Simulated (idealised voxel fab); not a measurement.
process module | voxel air gaps
cross-section cut | 230 nm wide | cells 5 nm
A cross-section is a grid of square cells, given in bands from the top down. A band is one or more rows of cells.
Each band's line starts with the height of the band's top and of its bottom, in nm. Then come its materials from left to right, each with its width in nm. One material with "throughout" fills the band from edge to edge. "air" is empty space.
Height 0 is the level under which the wafer as received is all one material. The lowest band goes on downwards, as in "0 down".
A width such as "30 to 40" changes by the same amount from each row of cells to the next, from the band's top row to its bottom row.
"no change" after a step means that no cell of the cross-section changed.
closed voids: empty space of 8 cells or more with no open way to the top, each as width x height at its distance from the left edge, in nm
after a step's settings: what the simulator itself notes on the step
overlay nm, on a step with a mask: how far to the right of its planned place the mask lay; to the left if negative
Each pair below shows a cross-section before one step and the cross-section after it, down to the lowest band that changed. The line under each pair gives the step between them, with its settings. The pairs can come from different runs of this module on the same starting wafer, so a pair continues from the pair above only where its "before" says so.
before
  0 down: Si throughout
  closed voids: none
after
  10 to 0: SiO2 throughout
  below 0: unchanged
  closed voids: none
the step between: op CONFORMAL_DEP | material SiO2 | thk nm 10
before: the cross-section after the pair above
after
  15 to 10: SiCN throughout
  below 10: unchanged
  closed voids: none
the step between: op CONFORMAL_DEP | material SiCN | thk nm 5
before: the cross-section after the pair above
after
  50 to 15: SiO2 throughout
  below 15: unchanged
  closed voids: none
the step between: op DIRECTIONAL_DEP | material SiO2 | thk nm 35
before: the cross-section after the pair above
after
  70 to 50: resist 65 | air 15 | resist 25 | air 15 | resist 25 | air 15 | resist 70
  below 50: unchanged
  closed voids: none
the step between: op PATTERN | tone open | mask id LINES | material resist | width nm 15 | pitch nm 40 | thk nm 20 | overlay nm 0
before: the cross-section after the pair above
after
  70 to 50: resist 65 | air 15 | resist 25 | air 15 | resist 25 | air 15 | resist 70
  50 to 15: SiO2 65 | air 15 | SiO2 25 | air 15 | SiO2 25 | air 15 | SiO2 70
  below 15: unchanged
  closed voids: none
the step between: op DIRECTIONAL_ETCH | etch materials SiO2 | depth nm 35
before: the cross-section after the pair above
after
  50 to 15: SiO2 65 | air 15 | SiO2 25 | air 15 | SiO2 25 | air 15 | SiO2 70
  below 15: unchanged
  closed voids: none
the step between: op STRIP | etch materials resist
before: the cross-section after the pair above
after
  55 to 50: TiN 70 | air 5 | TiN 35 | air 5 | TiN 35 | air 5 | TiN 75
  50 to 20: SiO2 65 | TiN 5 | air 5 | TiN 5 | SiO2 25 | TiN 5 | air 5 | TiN 5 | SiO2 25 | TiN 5 | air 5 | TiN 5 | SiO2 70
  20 to 15: SiO2 65 | TiN 15 | SiO2 25 | TiN 15 | SiO2 25 | TiN 15 | SiO2 70
  below 15: unchanged
  closed voids: none
the step between: op CONFORMAL_DEP | material TiN | thk nm 5
before: the cross-section after the pair above
after
  60 to 55: W throughout
  55 to 50: TiN 70 | W 5 | TiN 35 | W 5 | TiN 35 | W 5 | TiN 75
  50 to 20: SiO2 65 | TiN 5 | W 5 | TiN 5 | SiO2 25 | TiN 5 | W 5 | TiN 5 | SiO2 25 | TiN 5 | W 5 | TiN 5 | SiO2 70
  below 20: unchanged
  closed voids: none
the step between: op FILL_DEP | material W | thk nm 5
before: the cross-section after the pair above
after
  50 to 20: SiO2 65 | TiN 5 | W 5 | TiN 5 | SiO2 25 | TiN 5 | W 5 | TiN 5 | SiO2 25 | TiN 5 | W 5 | TiN 5 | SiO2 70
  below 20: unchanged
  closed voids: none
the step between: op CMP | height nm 50
before: the cross-section after the pair above
after
  60 to 50: air 55 | Ru 35 | air 5 | Ru 35 | air 5 | Ru 35 | air 60
  below 50: unchanged
  closed voids: none
the step between: op EPI | material Ru | thk nm 10
before: the cross-section after the pair above
after
  60 to 50: air 55 | Ru 35 | air 5 | Ru 35 | air 5 | Ru 35 | air 60
  50 to 20: air 65 | TiN 5 | W 5 | TiN 5 | air 25 | TiN 5 | W 5 | TiN 5 | air 25 | TiN 5 | W 5 | TiN 5 | air 70
  20 to 15: air 65 | TiN 15 | air 25 | TiN 15 | air 25 | TiN 15 | air 70
  below 15: unchanged
  closed voids: none
the step between: op SELECTIVE_ETCH | etch materials SiO2 | depth nm 45
before: the cross-section after the pair above
after
  65 to 60: air 50 | SiCN 125 | air 55
  60 to 50: air 50 | SiCN 5 | Ru 35 | SiCN 5 | Ru 35 | SiCN 5 | Ru 35 | SiCN 5 | air 55
  50 to 45: air 50 | SiCN 15 | TiN 5 | W 5 | TiN 5 | SiCN 25 | TiN 5 | W 5 | TiN 5 | SiCN 25 | TiN 5 | W 5 | TiN 5 | SiCN 15 | air 55
  45 to 20: air 60 | SiCN 5 | TiN 5 | W 5 | TiN 5 | SiCN 5 | air 15 | SiCN 5 | TiN 5 | W 5 | TiN 5 | SiCN 5 | air 15 | SiCN 5 | TiN 5 | W 5 | TiN 5 | SiCN 5 | air 65
  20 to 15: SiCN 65 | TiN 15 | SiCN 25 | TiN 15 | SiCN 25 | TiN 15 | SiCN 70
  below 15: unchanged
  closed voids: 15 x 25 at 85; 15 x 25 at 125
the step between: op CONFORMAL_DEP | material SiCN | thk nm 5
before
  60 to 50: air 55 | Ru 35 | air 5 | Ru 35 | air 5 | Ru 35 | air 60
  50 to 20: SiO2 65 | TiN 5 | W 5 | TiN 5 | SiO2 25 | TiN 5 | W 5 | TiN 5 | SiO2 25 | TiN 5 | W 5 | TiN 5 | SiO2 70
  20 to 15: SiO2 65 | TiN 15 | SiO2 25 | TiN 15 | SiO2 25 | TiN 15 | SiO2 70
  15 to 10: SiCN throughout
  10 to 0: SiO2 throughout
  0 down: Si throughout
  closed voids: none
after
  70 to 50: air 45 | Ru 135 | air 50
  below 50: unchanged
  closed voids: none
the step between: op EPI | material Ru | thk nm 10
before: the cross-section after the pair above
after
  70 to 50: air 45 | Ru 135 | air 50
  50 to 20: air 65 | TiN 5 | W 5 | TiN 5 | SiO2 25 | TiN 5 | W 5 | TiN 5 | SiO2 25 | TiN 5 | W 5 | TiN 5 | air 70
  20 to 15: air 65 | TiN 15 | SiO2 25 | TiN 15 | SiO2 25 | TiN 15 | air 70
  below 15: unchanged
  closed voids: none
the step between: op SELECTIVE_ETCH | etch materials SiO2 | depth nm 45
before: the cross-section after the pair above
after
  75 to 70: air 40 | SiCN 145 | air 45
  70 to 50: air 40 | SiCN 5 | Ru 135 | SiCN 5 | air 45
  50 to 45: air 40 | SiCN 25 | TiN 5 | W 5 | TiN 5 | SiO2 25 | TiN 5 | W 5 | TiN 5 | SiO2 25 | TiN 5 | W 5 | TiN 5 | SiCN 25 | air 45
  45 to 20: air 60 | SiCN 5 | TiN 5 | W 5 | TiN 5 | SiO2 25 | TiN 5 | W 5 | TiN 5 | SiO2 25 | TiN 5 | W 5 | TiN 5 | SiCN 5 | air 65
  20 to 15: SiCN 65 | TiN 15 | SiO2 25 | TiN 15 | SiO2 25 | TiN 15 | SiCN 70
  below 15: unchanged
  closed voids: none
the step between: op CONFORMAL_DEP | material SiCN | thk nm 5
before
  10 to 0: SiO2 throughout
  0 down: Si throughout
  closed voids: none
after
  45 to 0: SiO2 throughout
  below 0: unchanged
  closed voids: none
the step between: op DIRECTIONAL_DEP | material SiO2 | thk nm 35
before: the cross-section after the pair above
after
  50 to 45: SiCN throughout
  below 45: unchanged
  closed voids: none
the step between: op CONFORMAL_DEP | material SiCN | thk nm 5
before: the cross-section after the pair above
after
  70 to 50: resist 65 | air 15 | resist 25 | air 15 | resist 25 | air 15 | resist 70
  below 50: unchanged
  closed voids: none
the step between: op PATTERN | tone open | mask id LINES | material resist | width nm 15 | pitch nm 40 | thk nm 20 | overlay nm 0
before: the cross-section after the pair above
after
  50 to 45: SiCN throughout
  below 45: unchanged
  closed voids: none
the step between: op STRIP | etch materials resist
before: the cross-section after the pair above
after
  55 to 50: TiN throughout
  below 50: unchanged
  closed voids: none
the step between: op CONFORMAL_DEP | material TiN | thk nm 5
before: the cross-section after the pair above
after
  60 to 55: W throughout
  below 55: unchanged
  closed voids: none
the step between: op FILL_DEP | material W | thk nm 5
before: the cross-section after the pair above
after
  50 to 45: SiCN throughout
  below 45: unchanged
  closed voids: none
the step between: op CMP | height nm 50
before: the cross-section after the pair above
after
  55 to 45: SiCN throughout
  below 45: unchanged
  closed voids: none
the step between: op CONFORMAL_DEP | material SiCN | thk nm 5
before
  60 to 55: W throughout
  55 to 50: TiN 70 | W 5 | TiN 35 | W 5 | TiN 35 | W 5 | TiN 75
  50 to 20: SiO2 65 | TiN 5 | W 5 | TiN 5 | SiO2 25 | TiN 5 | W 5 | TiN 5 | SiO2 25 | TiN 5 | W 5 | TiN 5 | SiO2 70
  20 to 15: SiO2 65 | TiN 15 | SiO2 25 | TiN 15 | SiO2 25 | TiN 15 | SiO2 70
  15 to 10: SiCN throughout
  10 to 0: SiO2 throughout
  0 down: Si throughout
  closed voids: none
after
  40 to 20: SiO2 65 | TiN 5 | W 5 | TiN 5 | SiO2 25 | TiN 5 | W 5 | TiN 5 | SiO2 25 | TiN 5 | W 5 | TiN 5 | SiO2 70
  below 20: unchanged
  closed voids: none
the step between: op CMP | height nm 40
before: the cross-section after the pair above
after
  50 to 40: air 55 | Ru 35 | air 5 | Ru 35 | air 5 | Ru 35 | air 60
  below 40: unchanged
  closed voids: none
the step between: op EPI | material Ru | thk nm 10
before: the cross-section after the pair above
after
  50 to 40: air 55 | Ru 35 | air 5 | Ru 35 | air 5 | Ru 35 | air 60
  40 to 20: air 65 | TiN 5 | W 5 | TiN 5 | air 25 | TiN 5 | W 5 | TiN 5 | air 25 | TiN 5 | W 5 | TiN 5 | air 70
  20 to 15: air 65 | TiN 15 | air 25 | TiN 15 | air 25 | TiN 15 | air 70
  below 15: unchanged
  closed voids: none
the step between: op SELECTIVE_ETCH | etch materials SiO2 | depth nm 45
before: the cross-section after the pair above
after
  55 to 50: air 50 | SiCN 125 | air 55
  50 to 40: air 50 | SiCN 5 | Ru 35 | SiCN 5 | Ru 35 | SiCN 5 | Ru 35 | SiCN 5 | air 55
  40 to 35: air 50 | SiCN 15 | TiN 5 | W 5 | TiN 5 | SiCN 25 | TiN 5 | W 5 | TiN 5 | SiCN 25 | TiN 5 | W 5 | TiN 5 | SiCN 15 | air 55
  35 to 20: air 60 | SiCN 5 | TiN 5 | W 5 | TiN 5 | SiCN 5 | air 15 | SiCN 5 | TiN 5 | W 5 | TiN 5 | SiCN 5 | air 15 | SiCN 5 | TiN 5 | W 5 | TiN 5 | SiCN 5 | air 65
  20 to 15: SiCN 65 | TiN 15 | SiCN 25 | TiN 15 | SiCN 25 | TiN 15 | SiCN 70
  below 15: unchanged
  closed voids: 15 x 15 at 85; 15 x 15 at 125
the step between: op CONFORMAL_DEP | material SiCN | thk nm 5
before
  50 to 15: SiO2 throughout
  15 to 10: SiCN throughout
  10 to 0: SiO2 throughout
  0 down: Si throughout
  closed voids: none
after
  70 to 50: resist 60 | air 25 | resist 15 | air 25 | resist 15 | air 25 | resist 65
  below 50: unchanged
  closed voids: none
the step between: op PATTERN | tone open | mask id LINES | material resist | width nm 25 | pitch nm 40 | thk nm 20 | overlay nm 0
before: the cross-section after the pair above
after
  70 to 50: resist 60 | air 25 | resist 15 | air 25 | resist 15 | air 25 | resist 65
  50 to 15: SiO2 60 | air 25 | SiO2 15 | air 25 | SiO2 15 | air 25 | SiO2 65
  below 15: unchanged
  closed voids: none
the step between: op DIRECTIONAL_ETCH | etch materials SiO2 | depth nm 35
before: the cross-section after the pair above
after
  50 to 15: SiO2 60 | air 25 | SiO2 15 | air 25 | SiO2 15 | air 25 | SiO2 65
  below 15: unchanged
  closed voids: none
the step between: op STRIP | etch materials resist
before: the cross-section after the pair above
after
  55 to 50: TiN 65 | air 15 | TiN 25 | air 15 | TiN 25 | air 15 | TiN 70
  50 to 20: SiO2 60 | TiN 5 | air 15 | TiN 5 | SiO2 15 | TiN 5 | air 15 | TiN 5 | SiO2 15 | TiN 5 | air 15 | TiN 5 | SiO2 65
  20 to 15: SiO2 60 | TiN 25 | SiO2 15 | TiN 25 | SiO2 15 | TiN 25 | SiO2 65
  below 15: unchanged
  closed voids: none
the step between: op CONFORMAL_DEP | material TiN | thk nm 5
before: the cross-section after the pair above
after
  60 to 55: W throughout
  55 to 50: TiN 65 | W 15 | TiN 25 | W 15 | TiN 25 | W 15 | TiN 70
  50 to 20: SiO2 60 | TiN 5 | W 15 | TiN 5 | SiO2 15 | TiN 5 | W 15 | TiN 5 | SiO2 15 | TiN 5 | W 15 | TiN 5 | SiO2 65
  below 20: unchanged
  closed voids: none
the step between: op FILL_DEP | material W | thk nm 5
before: the cross-section after the pair above
after
  50 to 20: SiO2 60 | TiN 5 | W 15 | TiN 5 | SiO2 15 | TiN 5 | W 15 | TiN 5 | SiO2 15 | TiN 5 | W 15 | TiN 5 | SiO2 65
  below 20: unchanged
  closed voids: none
the step between: op CMP | height nm 50
before: the cross-section after the pair above
after
  60 to 50: air 50 | Ru 125 | air 55
  below 50: unchanged
  closed voids: none
the step between: op EPI | material Ru | thk nm 10
before: the cross-section after the pair above
after
  60 to 50: air 50 | Ru 125 | air 55
  50 to 20: air 60 | TiN 5 | W 15 | TiN 5 | SiO2 15 | TiN 5 | W 15 | TiN 5 | SiO2 15 | TiN 5 | W 15 | TiN 5 | air 65
  20 to 15: air 60 | TiN 25 | SiO2 15 | TiN 25 | SiO2 15 | TiN 25 | air 65
  below 15: unchanged
  closed voids: none
the step between: op SELECTIVE_ETCH | etch materials SiO2 | depth nm 45
before: the cross-section after the pair above
after
  65 to 60: air 45 | SiCN 135 | air 50
  60 to 50: air 45 | SiCN 5 | Ru 125 | SiCN 5 | air 50
  50 to 45: air 45 | SiCN 15 | TiN 5 | W 15 | TiN 5 | SiO2 15 | TiN 5 | W 15 | TiN 5 | SiO2 15 | TiN 5 | W 15 | TiN 5 | SiCN 15 | air 50
  45 to 20: air 55 | SiCN 5 | TiN 5 | W 15 | TiN 5 | SiO2 15 | TiN 5 | W 15 | TiN 5 | SiO2 15 | TiN 5 | W 15 | TiN 5 | SiCN 5 | air 60
  20 to 15: SiCN 60 | TiN 25 | SiO2 15 | TiN 25 | SiO2 15 | TiN 25 | SiCN 65
  below 15: unchanged
  closed voids: none
the step between: op CONFORMAL_DEP | material SiCN | thk nm 5
before
  50 to 15: SiO2 throughout
  15 to 10: SiCN throughout
  10 to 0: SiO2 throughout
  0 down: Si throughout
  closed voids: none
after
  70 to 50: resist 55 | air 15 | resist 25 | air 15 | resist 25 | air 15 | resist 80
  below 50: unchanged
  closed voids: none
the step between: op PATTERN | tone open | mask id LINES | material resist | width nm 15 | pitch nm 40 | thk nm 20 | overlay nm -10
before: the cross-section after the pair above
after
  70 to 50: resist 55 | air 15 | resist 25 | air 15 | resist 25 | air 15 | resist 80
  50 to 15: SiO2 55 | air 15 | SiO2 25 | air 15 | SiO2 25 | air 15 | SiO2 80
  below 15: unchanged
  closed voids: none
the step between: op DIRECTIONAL_ETCH | etch materials SiO2 | depth nm 35
before: the cross-section after the pair above
after
  50 to 15: SiO2 55 | air 15 | SiO2 25 | air 15 | SiO2 25 | air 15 | SiO2 80
  below 15: unchanged
  closed voids: none
the step between: op STRIP | etch materials resist
before: the cross-section after the pair above
after
  55 to 50: TiN 60 | air 5 | TiN 35 | air 5 | TiN 35 | air 5 | TiN 85
  50 to 20: SiO2 55 | TiN 5 | air 5 | TiN 5 | SiO2 25 | TiN 5 | air 5 | TiN 5 | SiO2 25 | TiN 5 | air 5 | TiN 5 | SiO2 80
  20 to 15: SiO2 55 | TiN 15 | SiO2 25 | TiN 15 | SiO2 25 | TiN 15 | SiO2 80
  below 15: unchanged
  closed voids: none
the step between: op CONFORMAL_DEP | material TiN | thk nm 5
before: the cross-section after the pair above
after
  60 to 55: W throughout
  55 to 50: TiN 60 | W 5 | TiN 35 | W 5 | TiN 35 | W 5 | TiN 85
  50 to 20: SiO2 55 | TiN 5 | W 5 | TiN 5 | SiO2 25 | TiN 5 | W 5 | TiN 5 | SiO2 25 | TiN 5 | W 5 | TiN 5 | SiO2 80
  below 20: unchanged
  closed voids: none
the step between: op FILL_DEP | material W | thk nm 5
before: the cross-section after the pair above
after
  50 to 20: SiO2 55 | TiN 5 | W 5 | TiN 5 | SiO2 25 | TiN 5 | W 5 | TiN 5 | SiO2 25 | TiN 5 | W 5 | TiN 5 | SiO2 80
  below 20: unchanged
  closed voids: none
the step between: op CMP | height nm 50
before: the cross-section after the pair above
after
  60 to 50: air 45 | Ru 35 | air 5 | Ru 35 | air 5 | Ru 35 | air 70
  below 50: unchanged
  closed voids: none
the step between: op EPI | material Ru | thk nm 10
before: the cross-section after the pair above
after
  60 to 50: air 45 | Ru 35 | air 5 | Ru 35 | air 5 | Ru 35 | air 70
  50 to 20: air 55 | TiN 5 | W 5 | TiN 5 | air 25 | TiN 5 | W 5 | TiN 5 | air 25 | TiN 5 | W 5 | TiN 5 | air 80
  20 to 15: air 55 | TiN 15 | air 25 | TiN 15 | air 25 | TiN 15 | air 80
  below 15: unchanged
  closed voids: none
the step between: op SELECTIVE_ETCH | etch materials SiO2 | depth nm 45
before: the cross-section after the pair above
after
  65 to 60: air 40 | SiCN 125 | air 65
  60 to 50: air 40 | SiCN 5 | Ru 35 | SiCN 5 | Ru 35 | SiCN 5 | Ru 35 | SiCN 5 | air 65
  50 to 45: air 40 | SiCN 15 | TiN 5 | W 5 | TiN 5 | SiCN 25 | TiN 5 | W 5 | TiN 5 | SiCN 25 | TiN 5 | W 5 | TiN 5 | SiCN 15 | air 65
  45 to 20: air 50 | SiCN 5 | TiN 5 | W 5 | TiN 5 | SiCN 5 | air 15 | SiCN 5 | TiN 5 | W 5 | TiN 5 | SiCN 5 | air 15 | SiCN 5 | TiN 5 | W 5 | TiN 5 | SiCN 5 | air 75
  20 to 15: SiCN 55 | TiN 15 | SiCN 25 | TiN 15 | SiCN 25 | TiN 15 | SiCN 80
  below 15: unchanged
  closed voids: 15 x 25 at 75; 15 x 25 at 115
the step between: op CONFORMAL_DEP | material SiCN | thk nm 5
before
  55 to 50: TiN 70 | air 5 | TiN 35 | air 5 | TiN 35 | air 5 | TiN 75
  50 to 20: SiO2 65 | TiN 5 | air 5 | TiN 5 | SiO2 25 | TiN 5 | air 5 | TiN 5 | SiO2 25 | TiN 5 | air 5 | TiN 5 | SiO2 70
  20 to 15: SiO2 65 | TiN 15 | SiO2 25 | TiN 15 | SiO2 25 | TiN 15 | SiO2 70
  15 to 10: SiCN throughout
  10 to 0: SiO2 throughout
  0 down: Si throughout
  closed voids: none
after
  60 to 55: Ru throughout
  55 to 50: TiN 70 | Ru 5 | TiN 35 | Ru 5 | TiN 35 | Ru 5 | TiN 75
  50 to 20: SiO2 65 | TiN 5 | Ru 5 | TiN 5 | SiO2 25 | TiN 5 | Ru 5 | TiN 5 | SiO2 25 | TiN 5 | Ru 5 | TiN 5 | SiO2 70
  below 20: unchanged
  closed voids: none
the step between: op FILL_DEP | material Ru | thk nm 5
before: the cross-section after the pair above
after
  50 to 20: SiO2 65 | TiN 5 | Ru 5 | TiN 5 | SiO2 25 | TiN 5 | Ru 5 | TiN 5 | SiO2 25 | TiN 5 | Ru 5 | TiN 5 | SiO2 70
  below 20: unchanged
  closed voids: none
the step between: op CMP | height nm 50
before: the cross-section after the pair above
after
  60 to 50: air 55 | Ru 35 | air 5 | Ru 35 | air 5 | Ru 35 | air 60
  below 50: unchanged
  closed voids: none
the step between: op EPI | material Ru | thk nm 10
before: the cross-section after the pair above
after
  60 to 50: air 55 | Ru 35 | air 5 | Ru 35 | air 5 | Ru 35 | air 60
  50 to 20: air 65 | TiN 5 | Ru 5 | TiN 5 | air 25 | TiN 5 | Ru 5 | TiN 5 | air 25 | TiN 5 | Ru 5 | TiN 5 | air 70
  20 to 15: air 65 | TiN 15 | air 25 | TiN 15 | air 25 | TiN 15 | air 70
  below 15: unchanged
  closed voids: none
the step between: op SELECTIVE_ETCH | etch materials SiO2 | depth nm 45
before: the cross-section after the pair above
after
  65 to 60: air 50 | SiCN 125 | air 55
  60 to 50: air 50 | SiCN 5 | Ru 35 | SiCN 5 | Ru 35 | SiCN 5 | Ru 35 | SiCN 5 | air 55
  50 to 45: air 50 | SiCN 15 | TiN 5 | Ru 5 | TiN 5 | SiCN 25 | TiN 5 | Ru 5 | TiN 5 | SiCN 25 | TiN 5 | Ru 5 | TiN 5 | SiCN 15 | air 55
  45 to 20: air 60 | SiCN 5 | TiN 5 | Ru 5 | TiN 5 | SiCN 5 | air 15 | SiCN 5 | TiN 5 | Ru 5 | TiN 5 | SiCN 5 | air 15 | SiCN 5 | TiN 5 | Ru 5 | TiN 5 | SiCN 5 | air 65
  20 to 15: SiCN 65 | TiN 15 | SiCN 25 | TiN 15 | SiCN 25 | TiN 15 | SiCN 70
  below 15: unchanged
  closed voids: 15 x 25 at 85; 15 x 25 at 125
the step between: op CONFORMAL_DEP | material SiCN | thk nm 5
before
  50 to 15: SiO2 throughout
  15 to 10: SiCN throughout
  10 to 0: SiO2 throughout
  0 down: Si throughout
  closed voids: none
after
  70 to 50: air 65 | resist 15 | air 25 | resist 15 | air 25 | resist 15 | air 70
  below 50: unchanged
  closed voids: none
the step between: op PATTERN | tone cover | mask id LINES | material resist | width nm 15 | pitch nm 40 | thk nm 20 | overlay nm 0
before: the cross-section after the pair above
after
  70 to 50: air 65 | resist 15 | air 25 | resist 15 | air 25 | resist 15 | air 70
  50 to 15: air 65 | SiO2 15 | air 25 | SiO2 15 | air 25 | SiO2 15 | air 70
  below 15: unchanged
  closed voids: none
the step between: op DIRECTIONAL_ETCH | etch materials SiO2 | depth nm 35
before: the cross-section after the pair above
after
  50 to 15: air 65 | SiO2 15 | air 25 | SiO2 15 | air 25 | SiO2 15 | air 70
  below 15: unchanged
  closed voids: none
the step between: op STRIP | etch materials resist
before: the cross-section after the pair above
after
  55 to 50: air 60 | TiN 25 | air 15 | TiN 25 | air 15 | TiN 25 | air 65
  50 to 20: air 60 | TiN 5 | SiO2 15 | TiN 5 | air 15 | TiN 5 | SiO2 15 | TiN 5 | air 15 | TiN 5 | SiO2 15 | TiN 5 | air 65
  20 to 15: TiN 65 | SiO2 15 | TiN 25 | SiO2 15 | TiN 25 | SiO2 15 | TiN 70
  below 15: unchanged
  closed voids: none
the step between: op CONFORMAL_DEP | material TiN | thk nm 5
before: the cross-section after the pair above
after
  60 to 55: W throughout
  55 to 50: W 60 | TiN 25 | W 15 | TiN 25 | W 15 | TiN 25 | W 65
  50 to 20: W 60 | TiN 5 | SiO2 15 | TiN 5 | W 15 | TiN 5 | SiO2 15 | TiN 5 | W 15 | TiN 5 | SiO2 15 | TiN 5 | W 65
  below 20: unchanged
  closed voids: none
the step between: op FILL_DEP | material W | thk nm 5
before: the cross-section after the pair above
after
  50 to 20: W 60 | TiN 5 | SiO2 15 | TiN 5 | W 15 | TiN 5 | SiO2 15 | TiN 5 | W 15 | TiN 5 | SiO2 15 | TiN 5 | W 65
  below 20: unchanged
  closed voids: none
the step between: op CMP | height nm 50
before: the cross-section after the pair above
after
  60 to 50: Ru throughout
  below 50: unchanged
  closed voids: none
the step between: op EPI | material Ru | thk nm 10
before: the cross-section after the pair above
after
  65 to 60: SiCN throughout
  below 60: unchanged
  closed voids: none
the step between: op CONFORMAL_DEP | material SiCN | thk nm 5
